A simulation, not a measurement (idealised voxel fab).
Module name: voxel tone inversion (process module)
Xsec cut, 200 nm wide, square cell size 5 nm.
Cross-section = grid of square cells, listed top down in bands; band = one or more rows.
Band entry format. Leading values: height of top, height of bottom, nm. Remainder: materials in left-to-right order, each with its width in nm. Special words: "full width" on a single material, which then fills the band edge to edge; "blank", empty space.
Counting heights begins at 0, where everything beneath is, in the wafer as received, one material. The lowest band has no bottom; it goes on downwards, as "from 0 down" shows.
The width entry "30..40" should be interpreted row by row: the top row of cells in the band takes the first number, the bottom row takes the second number, and the change between adjacent rows is uniform throughout.
It should be understood that the words "remained unchanged", when stated for a given step, signify that the cross-section underwent no change in any of its cells during that step.
Heads up: "Fully closed voids" only lists the empty pockets with no open path to the top that are 8 cells or more, and it writes them as width x height at distance, distance from the left edge, in nm.
Past the settings on a step's line: simulator remark, on that step.
"overlay nm" answers the question of how far to the right of plan the mask lay on a step that has a mask, and when it is negative the answer is to the left.

# The process steps that were planned are listed below
1: RECEIVE,material Si
2: CONFORMAL_DEP,material SiN,thk nm 5
3: DIRECTIONAL_DEP,material aC,thk nm 25
4: PATTERN,tone cover,mask id POSTS,material resist,width nm 25,pitch nm 50,thk nm 35,overlay nm 0
5: DIRECTIONAL_ETCH,etch materials aC,depth nm 25
6: STRIP,etch materials resist
7: FILL_DEP,material SiO2,thk nm 10
8: CMP,height nm 30
9: STRIP,etch materials aC
10: CONFORMAL_DEP,material TiN,thk nm 5
11: FILL_DEP,material Cu,thk nm 5
12: CMP,height nm 30
13: CONFORMAL_DEP,material SiN,thk nm 5

# Delivered wafer in cross-section: state after step 1
from 0 down | Si full width
Fully closed voids: none

# Here's the cross-section of the first of our two wafers at the end of the module - it ran as planned
from 35 to 30 | SiN full width
from 30 to 10 | SiO2 60 nm, TiN 5 nm, Cu 15 nm, TiN 5 nm, SiO2 25 nm, TiN 5 nm, Cu 15 nm, TiN 5 nm, SiO2 65 nm
from 10 to 5 | SiO2 60 nm, TiN 25 nm, SiO2 25 nm, TiN 25 nm, SiO2 65 nm
from 5 to 0 | SiN full width
from 0 down | Si full width
Fully closed voids: none

# End of module, second wafer, cross-section. Started like the first, planned like the first, run with one mistake
from 35 to 30 | SiN full width
from 30 to 10 | SiO2 65 nm, TiN 5 nm, Cu 10 nm, TiN 5 nm, SiO2 30 nm, TiN 5 nm, Cu 10 nm, TiN 5 nm, SiO2 65 nm
from 10 to 5 | SiO2 65 nm, TiN 20 nm, SiO2 30 nm, TiN 20 nm, SiO2 65 nm
from 5 to 0 | SiN full width
from 0 down | Si full width
Fully closed voids: none
It is concluded that the wafer was processed incorrectly with respect to the plan, in that for step 4, the planned setting was not used; the step was instead run as PATTERN,tone cover,mask id POSTS,material resist,width nm 20,pitch nm 50,thk nm 35,overlay nm 0
Bottom line after processing is that, in cells, the second wafer is up or down on some materials versus the first: Cu -8; SiO2 +10; TiN -2
